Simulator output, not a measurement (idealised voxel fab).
A process module follows: voxel wiring stack.
For reference, the cross-section in this document is cut, with width 160 nm and square cells of 5 nm.
How to read a cross-section here: the picture is a grid of square cells, written as bands going from the top down, and any band can span one or more rows of cells. Heights first: top, then bottom, in nm. Then materials, left to right, each with a width in nm. "edge to edge" on a single material: fills the band edge to edge. "blank": empty space. For the purposes of this specification, 0 denotes the height below which the wafer in its as-received condition is composed wholly of one material, and the lowermost band, lacking a lower limit, extends downward without end, as expressed in "top 0, no bottom". With a width like "30..40", each row of cells in the band differs from the next by the same amount, the top row carrying the first number and the bottom row the second. The designation "left unchanged", where it is given for a processing step, indicates that no cell of the cross-section was altered in the course of that step. Each empty space that has no open way to the top and spans at least 8 cells appears under "Listed closed voids" as width x height at distance, the distance counted from the left edge, all in nm. Note: text after step settings on the step line = simulator remark on that step. overlay nm: step with mask; distance mask lay right of planned place; negative value = left of planned place.

PROCESS STEPS (PLANNED)
step 1: RECEIVE: material Si
step 2: CONFORMAL_DEP: material SiO2, thk nm 10
step 3: CONFORMAL_DEP: material SiN, thk nm 5
step 4: DIRECTIONAL_DEP: material SiO2, thk nm 20
step 5: DIRECTIONAL_DEP: material aC, thk nm 15
step 6: PATTERN: tone open, mask id METAL_1, material resist, width nm 25, pitch nm 45, thk nm 30, overlay nm 0
step 7: DIRECTIONAL_ETCH: etch materials aC, depth nm 15
step 8: STRIP: etch materials resist
step 9: DIRECTIONAL_ETCH: etch materials SiO2, depth nm 20
step 10: DIRECTIONAL_ETCH: etch materials SiN, depth nm 5
step 11: STRIP: etch materials aC
step 12: CONFORMAL_DEP: material TiN, thk nm 5
step 13: FILL_DEP: material Ru, thk nm 5
step 14: CMP: height nm 35
step 15: CONFORMAL_DEP: material SiCN, thk nm 5
step 16: DIRECTIONAL_DEP: material lowk, thk nm 20
step 17: DIRECTIONAL_DEP: material aC, thk nm 10
step 18: PATTERN: tone open, mask id PLUG_1, material resist, width nm 15, thk nm 30, overlay nm 0
step 19: DIRECTIONAL_ETCH: etch materials aC, depth nm 10
step 20: STRIP: etch materials resist
step 21: DIRECTIONAL_ETCH: etch materials lowk, depth nm 20
step 22: DIRECTIONAL_ETCH: etch materials SiCN, depth nm 5
step 23: STRIP: etch materials aC
step 24: EPI: material Ru, thk nm 10
step 25: EPI: material Ru, thk nm 10
step 26: EPI: material Ru, thk nm 5
step 27: DIRECTIONAL_DEP: material TiN, thk nm 5
step 28: DIRECTIONAL_DEP: material Ru, thk nm 20
step 29: MASKED_ETCH: tone cover, mask id METAL_2, width nm 25, pitch nm 45, etch materials Ru, depth nm 20, overlay nm 0
step 30: MASKED_ETCH: tone cover, mask id METAL_2, width nm 25, pitch nm 45, etch materials TiN, depth nm 5, overlay nm 0
step 31: FILL_DEP: material SiO2, thk nm 10
step 32: CMP: height nm 85
step 33: CONFORMAL_DEP: material SiCN, thk nm 5
step 34: DIRECTIONAL_DEP: material lowk, thk nm 35
step 35: DIRECTIONAL_DEP: material aC, thk nm 15
step 36: PATTERN: tone open, mask id METAL_3_HOLES, material resist, width nm 15, thk nm 35, overlay nm 0
step 37: DIRECTIONAL_ETCH: etch materials aC, depth nm 15
step 38: STRIP: etch materials resist
step 39: DIRECTIONAL_ETCH: etch materials lowk, depth nm 35
step 40: STRIP: etch materials aC
step 41: PATTERN: tone open, mask id METAL_3, material resist, width nm 25, pitch nm 45, thk nm 20, overlay nm 0
step 42: DIRECTIONAL_ETCH: etch materials lowk, depth nm 20
step 43: DIRECTIONAL_ETCH: etch materials SiCN, depth nm 5
step 44: STRIP: etch materials resist
step 45: CONFORMAL_DEP: material TiN, thk nm 5
step 46: FILL_DEP: material Cu, thk nm 10
step 47: CMP: height nm 125
step 48: CONFORMAL_DEP: material SiCN, thk nm 5

AS-RECEIVED WAFER CROSS-SECTION (AFTER STEP 1)
    top 0, no bottom  Si edge to edge
    Listed closed voids: none

SECTIONED VIEW, FIRST OF TWO WAFERS, AT THE CLOSE OF THE MODULE, PROCESSED AS INTENDED IN THE PLAN
    top 130, bottom 125  SiCN edge to edge
    top 125, bottom 110  45 of lowk, then 5 of TiN, then 15 of Cu, then 5 of TiN, then 20 of lowk, then 5 of TiN, then 15 of Cu, then 5 of TiN, then 45 of lowk
    top 110, bottom 105  45 of lowk, then 5 of TiN, then 5 of Cu, then 15 of TiN, then 20 of lowk, then 25 of TiN, then 45 of lowk
    top 105, bottom 90  45 of lowk, then 5 of TiN, then 5 of Cu, then 5 of TiN, then 100 of lowk
    top 90, bottom 85  45 of SiCN, then 15 of TiN, then 100 of SiCN
    top 85, bottom 65  45 of SiO2, then 25 of Ru, then 20 of SiO2, then 25 of Ru, then 45 of SiO2
    top 65, bottom 60  45 of SiO2, then 25 of TiN, then 20 of SiO2, then 25 of TiN, then 45 of SiO2
    top 60, bottom 40  45 of lowk, then 15 of Ru, then 100 of lowk
    top 40, bottom 35  45 of SiCN, then 15 of Ru, then 100 of SiCN
    top 35, bottom 15  45 of SiO2, then 5 of TiN, then 15 of Ru, then 5 of TiN, then 20 of SiO2, then 5 of TiN, then 15 of Ru, then 5 of TiN, then 45 of SiO2
    top 15, bottom 10  45 of SiN, then 25 of TiN, then 20 of SiN, then 25 of TiN, then 45 of SiN
    top 10, bottom 0  SiO2 edge to edge
    top 0, no bottom  Si edge to edge
    Listed closed voids: none

CROSS-SECTIONAL VIEW OF THE SECOND OF TWO WAFERS UPON COMPLETION OF THE MODULE. THIS WAFER SHARED ITS STARTING CONDITION AND PROCESS PLAN WITH THE FIRST; ONE ERROR WAS MADE DURING ITS EXECUTION
    top 130, bottom 125  SiCN edge to edge
    top 125, bottom 110  45 of lowk, then 5 of TiN, then 15 of Cu, then 5 of TiN, then 20 of lowk, then 5 of TiN, then 15 of Cu, then 5 of TiN, then 45 of lowk
    top 110, bottom 105  45 of lowk, then 5 of TiN, then 5 of Cu, then 15 of TiN, then 20 of lowk, then 25 of TiN, then 45 of lowk
    top 105, bottom 90  45 of lowk, then 5 of TiN, then 5 of Cu, then 5 of TiN, then 100 of lowk
    top 90, bottom 85  45 of SiCN, then 15 of TiN, then 100 of SiCN
    top 85, bottom 65  50 of SiO2, then 20 of Ru, then 25 of SiO2, then 20 of Ru, then 45 of SiO2
    top 65, bottom 60  45 of SiO2, then 25 of TiN, then 20 of SiO2, then 25 of TiN, then 45 of SiO2
    top 60, bottom 40  45 of lowk, then 15 of Ru, then 100 of lowk
    top 40, bottom 35  45 of SiCN, then 15 of Ru, then 100 of SiCN
    top 35, bottom 15  45 of SiO2, then 5 of TiN, then 15 of Ru, then 5 of TiN, then 20 of SiO2, then 5 of TiN, then 15 of Ru, then 5 of TiN, then 45 of SiO2
    top 15, bottom 10  45 of SiN, then 25 of TiN, then 20 of SiN, then 25 of TiN, then 45 of SiN
    top 10, bottom 0  SiO2 edge to edge
    top 0, no bottom  Si edge to edge
    Listed closed voids: none
Error vs. plan: step 29 ran differently from the plan; actual operation with settings: MASKED_ETCH: tone cover, mask id METAL_2, width nm 20, pitch nm 45, etch materials Ru, depth nm 20, overlay nm 0
FYI, end of process, the second wafer has more or fewer cells of some materials than the first: Ru -8; SiO2 +8
